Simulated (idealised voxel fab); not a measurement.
The process module presented herein is designated voxel wiring stack.
The figure presents cross-section cut, which has a width of 200 nm and is divided into square cells with an edge length of 5 nm.
In this document a cross-section is written as a grid of square cells. It is given as a series of bands, listed from the top down, and a band is one or more rows of cells.
Top, bottom (nm), then materials left to right with widths (nm); lone material tagged "all across" fills the whole band edge to edge; "blank" = empty space.
Ref level 0: as-received wafer is one material below here. Bottom band extends down with no lower bound ("0 -> down").
The two numbers in a width such as "30 to 40" mark its ends across the band: the first belongs to the top row of cells, the second to the bottom row, and from each row to the next the width moves by the same amount.
"no modifications", as given for a step, is the statement that not any cell of the cross-section underwent a change during that step.
"Fully enclosed voids" - sealed voids, min. 8 cells, no opening to top; format: width x height at distance (distance from left edge; nm throughout).
On each step's line, the part that comes after the settings is the simulator's own comment on the step.
For masked steps, "overlay nm" on the step line gives how far right of plan the mask actually lay; a minus sign means it lay to the left.

These are the steps we planned for the process
| 1 | op RECEIVE | material Si |
| 2 | op CONFORMAL_DEP | material SiO2 | thk nm 10 |
| 3 | op DIRECTIONAL_DEP | material TiN | thk nm 5 |
| 4 | op DIRECTIONAL_DEP | material W | thk nm 15 |
| 5 | op DIRECTIONAL_DEP | material aC | thk nm 10 |
| 6 | op PATTERN | tone cover | mask id METAL_1 | material resist | width nm 30 | pitch nm 60 | thk nm 25 | overlay nm 0 |
| 7 | op DIRECTIONAL_ETCH | etch materials aC | depth nm 10 |
| 8 | op STRIP | etch materials resist |
| 9 | op DIRECTIONAL_ETCH | etch materials W | depth nm 15 |
| 10 | op DIRECTIONAL_ETCH | etch materials TiN | depth nm 5 |
| 11 | op STRIP | etch materials aC |
| 12 | op FILL_DEP | material lowk | thk nm 10 |
| 13 | op CMP | height nm 30 |
| 14 | op CONFORMAL_DEP | material SiCN | thk nm 5 |
| 15 | op DIRECTIONAL_DEP | material SiO2 | thk nm 30 |
| 16 | op MASKED_ETCH | tone open | mask id METAL_2_HOLES | width nm 15 | pitch nm 120 | etch materials SiO2 | depth nm 30 | overlay nm 0 |
| 17 | op MASKED_ETCH | tone open | mask id METAL_2 | width nm 30 | pitch nm 60 | etch materials SiO2 | depth nm 15 | overlay nm 0 |
| 18 | op MASKED_ETCH | tone open | mask id METAL_2 | width nm 30 | pitch nm 60 | etch materials SiCN | depth nm 5 | overlay nm 0 |
| 19 | op CONFORMAL_DEP | material TiN | thk nm 5 |
| 20 | op FILL_DEP | material Ru | thk nm 5 |
| 21 | op CMP | height nm 65 |
| 22 | op CONFORMAL_DEP | material SiCN | thk nm 5 |
| 23 | op DIRECTIONAL_DEP | material SiO2 | thk nm 15 |
| 24 | op MASKED_ETCH | tone open | mask id PLUG_2 | width nm 15 | pitch nm 60 | etch materials SiO2 | depth nm 15 | overlay nm 0 |
| 25 | op MASKED_ETCH | tone open | mask id PLUG_2 | width nm 15 | pitch nm 60 | etch materials SiCN | depth nm 5 | overlay nm 0 |
| 26 | op EPI | material Ru | thk nm 10 |
| 27 | op EPI | material Ru | thk nm 10 |
| 28 | op CONFORMAL_DEP | material SiN | thk nm 5 |
| 29 | op DIRECTIONAL_DEP | material SiO2 | thk nm 25 |
| 30 | op PATTERN | tone open | mask id METAL_3 | material resist | width nm 30 | pitch nm 60 | thk nm 20 | overlay nm 0 |
| 31 | op DIRECTIONAL_ETCH | etch materials SiO2 | depth nm 25 |
| 32 | op DIRECTIONAL_ETCH | etch materials SiN | depth nm 5 |
| 33 | op STRIP | etch materials resist |
| 34 | op CONFORMAL_DEP | material TiN | thk nm 5 |
| 35 | op FILL_DEP | material Ru | thk nm 5 |
| 36 | op CMP | height nm 115 |
| 37 | op CONFORMAL_DEP | material SiN | thk nm 5 |

Cross-section: wafer on arrival = after step 1
0 -> down | Si all across
Fully enclosed voids: none

End state of the module in cross-section, given the above starting point and plan and one mistake in execution
120 -> 115 | SiN all across
115 -> 110 | TiN=30 | Ru=20 | TiN=40 | Ru=20 | TiN=40 | Ru=20 | TiN=30
110 -> 90 | SiO2=25 | TiN=5 | Ru=20 | TiN=5 | SiO2=30 | TiN=5 | Ru=20 | TiN=5 | SiO2=30 | TiN=5 | Ru=20 | TiN=5 | SiO2=25
90 -> 85 | SiO2=25 | TiN=30 | SiO2=30 | TiN=30 | SiO2=30 | TiN=30 | SiO2=25
85 -> 70 | SiO2=25 | Ru=15 | SiO2=45 | Ru=15 | SiO2=45 | Ru=15 | SiO2=40
70 -> 65 | SiCN=25 | Ru=15 | SiCN=45 | Ru=15 | SiCN=45 | Ru=15 | SiCN=40
65 -> 55 | SiO2=25 | TiN=5 | Ru=20 | TiN=5 | SiO2=30 | TiN=5 | Ru=20 | TiN=5 | SiO2=30 | TiN=5 | Ru=20 | TiN=5 | SiO2=25
55 -> 50 | SiO2=25 | TiN=5 | Ru=5 | TiN=20 | SiO2=30 | TiN=30 | SiO2=30 | TiN=5 | Ru=5 | TiN=20 | SiO2=25
50 -> 35 | SiO2=25 | TiN=5 | Ru=5 | TiN=5 | SiO2=105 | TiN=5 | Ru=5 | TiN=5 | SiO2=40
35 -> 30 | SiCN=25 | TiN=15 | SiCN=105 | TiN=15 | SiCN=40
30 -> 15 | lowk=25 | W=30 | lowk=30 | W=30 | lowk=30 | W=30 | lowk=25
15 -> 10 | lowk=25 | TiN=30 | lowk=30 | TiN=30 | lowk=30 | TiN=30 | lowk=25
10 -> 0 | SiO2 all across
0 -> down | Si all across
Fully enclosed voids: none
The plan and the run diverged here: yeah, step 28 of the plan got skipped, never ran
